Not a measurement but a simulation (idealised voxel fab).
process module | voxel capacitor over wiring
cross-section cut | 235 nm wide | cells 5 nm
A cross-section is a grid of square cells, given in bands from the top down. A band is one or more rows of cells.
Each band's line starts with the height of the band's top and of its bottom, in nm. Then come its materials from left to right, each with its width in nm. One material with "throughout" fills the band from edge to edge. "air" is empty space.
Height 0 is the level under which the wafer as received is all one material. The lowest band goes on downwards, as in "0 down".
A width such as "30 to 40" changes by the same amount from each row of cells to the next, from the band's top row to its bottom row.
"no change" after a step means that no cell of the cross-section changed.
closed voids: empty space of 8 cells or more with no open way to the top, each as width x height at its distance from the left edge, in nm
after a step's settings: what the simulator itself notes on the step
overlay nm, on a step with a mask: how far to the right of its planned place the mask lay; to the left if negative
plan
1 op RECEIVE | material Si
2 op CONFORMAL_DEP | material SiO2 | thk nm 10
3 op DIRECTIONAL_DEP | material TiN | thk nm 5
4 op DIRECTIONAL_DEP | material Ru | thk nm 25
5 op MASKED_ETCH | tone cover | mask id METAL_1 | width nm 30 | pitch nm 95 | etch materials Ru | depth nm 25 | overlay nm 0
6 op MASKED_ETCH | tone cover | mask id METAL_1 | width nm 30 | pitch nm 95 | etch materials TiN | depth nm 5 | overlay nm 0
7 op CONFORMAL_DEP | material SiCN | thk nm 5
8 op FILL_DEP | material SiO2 | thk nm 5
9 op CMP | height nm 40
10 op CONFORMAL_DEP | material SiCN | thk nm 5
11 op DIRECTIONAL_DEP | material SiO2 | thk nm 20
12 op PATTERN | tone open | mask id PLUG_1 | material resist | width nm 15 | thk nm 20 | overlay nm 0
13 op DIRECTIONAL_ETCH | etch materials SiO2 | depth nm 20
14 op DIRECTIONAL_ETCH | etch materials SiCN | depth nm 5
15 op STRIP | etch materials resist
16 op CONFORMAL_DEP | material TiN | thk nm 5
17 op FILL_DEP | material W | thk nm 10
18 op CMP | height nm 65
19 op DIRECTIONAL_DEP | material TiN | thk nm 10
20 op DIRECTIONAL_DEP | material Al2O3 | thk nm 5
21 op DIRECTIONAL_DEP | material TiN | thk nm 10
22 op MASKED_ETCH | tone cover | mask id UPPER_PLATE | width nm 70 | etch materials TiN | depth nm 10 | overlay nm 0
23 op MASKED_ETCH | tone cover | mask id UPPER_PLATE | width nm 70 | etch materials Al2O3 | depth nm 5 | overlay nm 0
24 op MASKED_ETCH | tone cover | mask id LOWER_PLATE | width nm 80 | etch materials TiN | depth nm 10 | overlay nm 0
25 op FILL_DEP | material SiO2 | thk nm 20
26 op CMP | height nm 105
27 op DIRECTIONAL_DEP | material aC | thk nm 10
28 op PATTERN | tone open | mask id PLUG_2 | material resist | width nm 15 | thk nm 30 | overlay nm 0
29 op DIRECTIONAL_ETCH | etch materials aC | depth nm 10
30 op STRIP | etch materials resist
31 op DIRECTIONAL_ETCH | etch materials SiO2 | depth nm 15
32 op STRIP | etch materials aC
33 op CONFORMAL_DEP | material TiN | thk nm 5
34 op FILL_DEP | material Ru | thk nm 5
35 op CMP | height nm 105
36 op CONFORMAL_DEP | material SiCN | thk nm 5
as received, after step 1
  0 down: Si throughout
  closed voids: none
first wafer at the end, as planned
  110 to 105: SiCN throughout
  105 to 95: SiO2 80 | TiN 5 | Ru 5 | TiN 5 | SiO2 140
  95 to 90: SiO2 80 | TiN 15 | SiO2 140
  90 to 80: SiO2 70 | TiN 70 | SiO2 95
  80 to 75: SiO2 70 | Al2O3 70 | SiO2 95
  75 to 65: SiO2 65 | TiN 80 | SiO2 90
  65 to 45: SiO2 70 | TiN 5 | W 5 | TiN 5 | SiO2 150
  45 to 40: SiCN 70 | TiN 15 | SiCN 150
  40 to 15: SiO2 50 | SiCN 5 | Ru 30 | SiCN 5 | SiO2 55 | SiCN 5 | Ru 30 | SiCN 5 | SiO2 50
  15 to 10: SiCN 55 | TiN 30 | SiCN 65 | TiN 30 | SiCN 55
  10 to 0: SiO2 throughout
  0 down: Si throughout
  closed voids: none
second wafer at the end: like start, like plan, one mistake
  110 to 105: SiCN throughout
  105 to 95: SiO2 80 | TiN 5 | Ru 5 | TiN 5 | SiO2 140
  95 to 90: SiO2 80 | TiN 15 | SiO2 140
  90 to 80: SiO2 70 | TiN 70 | SiO2 95
  80 to 75: SiO2 70 | Al2O3 70 | SiO2 95
  75 to 65: SiO2 65 | TiN 80 | SiO2 90
  65 to 45: SiO2 70 | TiN 5 | W 5 | TiN 5 | SiO2 150
  45 to 40: SiCN 70 | TiN 15 | SiCN 150
  40 to 35: SiCN 55 | TiN 30 | SiCN 65 | TiN 30 | SiCN 55
  35 to 10: Ru throughout
  10 to 0: SiO2 throughout
  0 down: Si throughout
  closed voids: none
what went wrong: steps 3 and 4 were swapped
at the end the second wafer has, in cells: 175 more of Ru | 20 fewer of SiCN | 155 fewer of SiO2
